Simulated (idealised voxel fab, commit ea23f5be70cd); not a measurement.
Process module name: voxel transistor to metal
FYI the section here is cut, 210 nm wide, cells are 5 nm squares.
Cross-section = grid of square cells, listed top down in bands; band = one or more rows.
The band entry comprises the height of the band's top followed by the height of its bottom, expressed in nm, and subsequently the band's materials from left to right, each stated together with its width in nm. Where a single material is marked with the word "throughout", that material fills the band from edge to edge. The word "blank" represents empty space.
Ref level 0: as-received wafer is one material below here. Bottom band extends down with no lower bound ("0 nm and below").
The two numbers in a width such as "30 to 40" mark its ends across the band: the first belongs to the top row of cells, the second to the bottom row, and from each row to the next the width moves by the same amount.
The cross-section has no changed cell in any step marked "nothing got changed".
In "Voids, fully enclosed" the enclosed voids are listed, meaning empty spaces of 8 cells or larger without any opening to the top. The form is width x height at distance, distance from the left edge, units nm.
The remark found on a step's line after its settings is issued by the simulator itself and pertains to that step.
"overlay nm" on a masked step: distance the mask lay right of its planned place, negative for left.

# Process steps (planned)
1: RECEIVE with material Si
2: CONFORMAL_DEP with material SiO2, thk nm 5
3: CONFORMAL_DEP with material SiN, thk nm 15
4: DIRECTIONAL_DEP with material aC, thk nm 10
5: PATTERN with tone cover, mask id ACTIVE, material resist, width nm 85, thk nm 30, overlay nm 0
6: DIRECTIONAL_ETCH with etch materials aC, depth nm 10
7: STRIP with etch materials resist
8: DIRECTIONAL_ETCH with etch materials SiN, depth nm 15
9: DIRECTIONAL_ETCH with etch materials SiO2, depth nm 5
10: DIRECTIONAL_ETCH with etch materials Si, depth nm 25
11: STRIP with etch materials aC
12: OXIDIZE with depth nm 5
13: FILL_DEP with material SiO2, thk nm 15
14: CMP with height nm 20
15: SELECTIVE_ETCH with etch materials SiO2, depth nm 5
16: STRIP with etch materials SiN
17: SELECTIVE_ETCH with etch materials SiO2, depth nm 5
18: OXIDIZE with depth nm 5
19: DIRECTIONAL_DEP with material polySi, thk nm 20
20: DIRECTIONAL_DEP with material SiCN, thk nm 15
21: MASKED_ETCH with tone cover, mask id GATE, width nm 15, etch materials SiCN, depth nm 25, overlay nm 0
22: MASKED_ETCH with tone cover, mask id GATE, width nm 15, etch materials polySi, depth nm 30, overlay nm 0
23: CONFORMAL_DEP with material SiO2, thk nm 5
24: DIRECTIONAL_ETCH with etch materials SiO2, depth nm 5
25: CONFORMAL_DEP with material SiN, thk nm 5
26: DIRECTIONAL_ETCH with etch materials SiN, depth nm 5
27: DIRECTIONAL_ETCH with etch materials SiO2, depth nm 5
28: DIRECTIONAL_ETCH with etch materials Si, depth nm 5
29: EPI with material pSi, thk nm 10
30: FILL_DEP with material SiO2, thk nm 5
31: CMP with height nm 35
32: DIRECTIONAL_DEP with material SiO2, thk nm 15
33: PATTERN with tone open, mask id CONTACT, material resist, width nm 25, pitch nm 50, thk nm 15, overlay nm 0
34: DIRECTIONAL_ETCH with etch materials SiO2, depth nm 50
35: STRIP with etch materials resist
36: CONFORMAL_DEP with material TiN, thk nm 5
37: FILL_DEP with material Ru, thk nm 10
38: CMP with height nm 50
39: CONFORMAL_DEP with material SiCN, thk nm 5
40: DIRECTIONAL_DEP with material lowk, thk nm 15
41: DIRECTIONAL_DEP with material aC, thk nm 15
42: PATTERN with tone open, mask id METAL_1, material resist, width nm 15, pitch nm 60, thk nm 30, overlay nm 0
43: DIRECTIONAL_ETCH with etch materials aC, depth nm 15
44: STRIP with etch materials resist
45: DIRECTIONAL_ETCH with etch materials lowk, depth nm 15
46: DIRECTIONAL_ETCH with etch materials SiCN, depth nm 5
47: STRIP with etch materials aC
48: CONFORMAL_DEP with material TiN, thk nm 5
49: FILL_DEP with material Ru, thk nm 10
50: CMP with height nm 70
51: CONFORMAL_DEP with material SiCN, thk nm 5
52: DIRECTIONAL_DEP with material SiO2, thk nm 35
53: DIRECTIONAL_DEP with material aC, thk nm 15
54: PATTERN with tone open, mask id METAL_2, material resist, width nm 15, pitch nm 60, thk nm 35, overlay nm 0
55: DIRECTIONAL_ETCH with etch materials aC, depth nm 15
56: STRIP with etch materials resist
57: DIRECTIONAL_ETCH with etch materials SiO2, depth nm 20
58: STRIP with etch materials aC
59: MASKED_ETCH with tone open, mask id METAL_2_HOLES, width nm 15, pitch nm 60, etch materials SiO2, depth nm 15, overlay nm 0
60: MASKED_ETCH with tone open, mask id METAL_2_HOLES, width nm 15, pitch nm 60, etch materials SiCN, depth nm 5, overlay nm 0
61: CONFORMAL_DEP with material TiN, thk nm 5
62: FILL_DEP with material Cu, thk nm 5
63: CMP with height nm 110
64: CONFORMAL_DEP with material SiN, thk nm 5

# Cross-section, incoming material, after step 1
0 nm and below | Si throughout
Voids, fully enclosed: none

# first wafer at the end, as planned
115 nm to 110 nm | SiN throughout
110 nm to 75 nm | SiO2: 65, TiN: 5, Cu: 5, TiN: 5, SiO2: 45, TiN: 5, Cu: 5, TiN: 5, SiO2: 70
75 nm to 70 nm | SiCN: 65, TiN: 15, SiCN: 45, TiN: 15, SiCN: 70
70 nm to 55 nm | lowk: 65, TiN: 5, Ru: 5, TiN: 5, lowk: 45, TiN: 5, Ru: 5, TiN: 5, lowk: 70
55 nm to 50 nm | SiCN: 65, TiN: 15, SiCN: 45, TiN: 15, SiCN: 70
50 nm to 40 nm | SiO2: 65, TiN: 5, Ru: 15, TiN: 5, SiO2: 25, TiN: 5, Ru: 15, TiN: 5, SiO2: 70
40 nm to 35 nm | SiO2: 65, TiN: 5, Ru: 10, TiN: 10, SiO2: 25, TiN: 10, Ru: 10, TiN: 5, SiO2: 70
35 nm to 20 nm | SiO2: 65, TiN: 5, Ru: 10, TiN: 5, SiN: 5, SiO2: 5, SiCN: 15, SiO2: 5, SiN: 5, TiN: 5, Ru: 10, TiN: 5, SiO2: 70
20 nm to 10 nm | SiO2: 65, TiN: 5, Ru: 10, TiN: 5, SiN: 5, SiO2: 5, polySi: 15, SiO2: 5, SiN: 5, TiN: 5, Ru: 10, TiN: 5, SiO2: 70
10 nm to 5 nm | SiO2: 60, SiN: 5, TiN: 20, SiN: 5, SiO2: 5, polySi: 15, SiO2: 5, SiN: 5, TiN: 20, SiN: 5, SiO2: 65
5 nm to 0 nm | SiO2: 60, SiN: 5, TiN: 10, pSi: 10, SiN: 5, SiO2: 5, polySi: 15, SiO2: 5, SiN: 5, pSi: 10, TiN: 10, SiN: 5, SiO2: 65
0 nm to -5 nm | SiO2: 65, pSi: 20, SiO2: 35, pSi: 20, SiO2: 70
-5 nm to -10 nm | SiO2: 65, pSi: 20, Si: 35, pSi: 20, SiO2: 70
-10 nm to -30 nm | SiO2: 65, Si: 75, SiO2: 70
-30 nm and below | Si throughout
Voids, fully enclosed: none

# End of module, second wafer, cross-section. Started like the first, planned like the first, run with one mistake
115 nm to 110 nm | SiN throughout
110 nm to 75 nm | SiO2: 65, TiN: 5, Cu: 5, TiN: 5, SiO2: 45, TiN: 5, Cu: 5, TiN: 5, SiO2: 70
75 nm to 70 nm | SiCN: 65, TiN: 15, SiCN: 45, TiN: 15, SiCN: 70
70 nm to 55 nm | lowk: 65, TiN: 5, Ru: 5, TiN: 5, lowk: 45, TiN: 5, Ru: 5, TiN: 5, lowk: 70
55 nm to 50 nm | SiCN: 65, TiN: 15, SiCN: 45, TiN: 15, SiCN: 70
50 nm to 40 nm | SiO2: 65, TiN: 5, Ru: 15, TiN: 5, SiO2: 25, TiN: 5, Ru: 15, TiN: 5, SiO2: 70
40 nm to 35 nm | SiO2: 65, TiN: 25, SiO2: 25, TiN: 25, SiO2: 70
35 nm to 30 nm | SiCN: 95, SiO2: 5, SiN: 5, SiO2: 5, SiCN: 100
30 nm to 20 nm | polySi: 55, SiCN: 40, SiO2: 5, SiN: 5, SiO2: 5, SiCN: 40, polySi: 60
20 nm to 10 nm | polySi throughout
10 nm to 0 nm | SiO2: 55, polySi: 95, SiO2: 60
0 nm to -5 nm | SiO2 throughout
-5 nm to -30 nm | SiO2: 65, Si: 75, SiO2: 70
-30 nm and below | Si throughout
Voids, fully enclosed: none
Diagnosis: rather than as planned, step 21 actually ran as MASKED_ETCH with tone open, mask id GATE, width nm 15, etch materials SiCN, depth nm 25, overlay nm 0
The closing comparison, in cells, has the second wafer with more or fewer of some materials than the first: 24 fewer of Ru, 8 more of Si, 62 more of SiCN, 15 fewer of SiN, 139 fewer of SiO2, 28 fewer of TiN, 20 fewer of pSi, 156 more of polySi
